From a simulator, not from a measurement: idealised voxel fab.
process module | voxel fin reveal
cross-section cut | 285 nm wide | cells 5 nm
A cross-section is a grid of square cells, given in bands from the top down. A band is one or more rows of cells.
Each band's line starts with the height of the band's top and of its bottom, in nm. Then come its materials from left to right, each with its width in nm. One material with "throughout" fills the band from edge to edge. "air" is empty space.
Height 0 is the level under which the wafer as received is all one material. The lowest band goes on downwards, as in "0 down".
A width such as "30 to 40" changes by the same amount from each row of cells to the next, from the band's top row to its bottom row.
"no change" after a step means that no cell of the cross-section changed.
closed voids: empty space of 8 cells or more with no open way to the top, each as width x height at its distance from the left edge, in nm
after a step's settings: what the simulator itself notes on the step
overlay nm, on a step with a mask: how far to the right of its planned place the mask lay; to the left if negative
plan
1 op RECEIVE | material Si
2 op CONFORMAL_DEP | material SiN | thk nm 5
3 op MASKED_ETCH | tone cover | mask id FINS | width nm 15 | pitch nm 45 | etch materials SiN | depth nm 5 | overlay nm 0
4 op MASKED_ETCH | tone cover | mask id FINS | width nm 15 | pitch nm 45 | etch materials Si | depth nm 40 | overlay nm 0
5 op FILL_DEP | material SiO2 | thk nm 5
6 op CMP | height nm 5
7 op SELECTIVE_ETCH | etch materials SiO2 | depth nm 30
8 op STRIP | etch materials SiN
first wafer, as planned
as received, after step 1
  0 down: Si throughout
  closed voids: none
after step 2
  5 to 0: SiN throughout
  below 0: unchanged
after step 3
  5 to 0: air 110 | SiN 15 | air 30 | SiN 15 | air 115
  below 0: unchanged
after step 4
  5 to 0: air 110 | SiN 15 | air 30 | SiN 15 | air 115
  0 to -40: air 110 | Si 15 | air 30 | Si 15 | air 115
  below -40: unchanged
after step 5
  10 to 5: SiO2 throughout
  5 to 0: SiO2 110 | SiN 15 | SiO2 30 | SiN 15 | SiO2 115
  0 to -40: SiO2 110 | Si 15 | SiO2 30 | Si 15 | SiO2 115
  below -40: unchanged
after step 6
  5 to 0: SiO2 110 | SiN 15 | SiO2 30 | SiN 15 | SiO2 115
  below 0: unchanged
after step 7
  5 to 0: air 110 | SiN 15 | air 30 | SiN 15 | air 115
  0 to -25: air 110 | Si 15 | air 30 | Si 15 | air 115
  below -25: unchanged
after step 8
  0 to -25: air 110 | Si 15 | air 30 | Si 15 | air 115
  below -25: unchanged
second wafer: like start, like plan, one mistake. Through step 3 it matches the first wafer
when step 4 should have ended
  5 to 0: air 110 | SiN 15 | air 30 | SiN 15 | air 115
  0 to -80: air 110 | Si 15 | air 30 | Si 15 | air 115
  below -80: unchanged
when step 5 should have ended
  10 to 5: SiO2 throughout
  5 to 0: SiO2 110 | SiN 15 | SiO2 30 | SiN 15 | SiO2 115
  0 to -80: SiO2 110 | Si 15 | SiO2 30 | Si 15 | SiO2 115
  below -80: unchanged
when step 6 should have ended
  5 to 0: SiO2 110 | SiN 15 | SiO2 30 | SiN 15 | SiO2 115
  below 0: unchanged
when step 7 should have ended
  5 to 0: air 110 | SiN 15 | air 30 | SiN 15 | air 115
  0 to -25: air 110 | Si 15 | air 30 | Si 15 | air 115
  below -25: unchanged
when step 8 should have ended
  0 to -25: air 110 | Si 15 | air 30 | Si 15 | air 115
  below -25: unchanged
what went wrong: step 4 was run twice
at the end the second wafer has, in cells: 408 fewer of Si | 408 more of SiO2
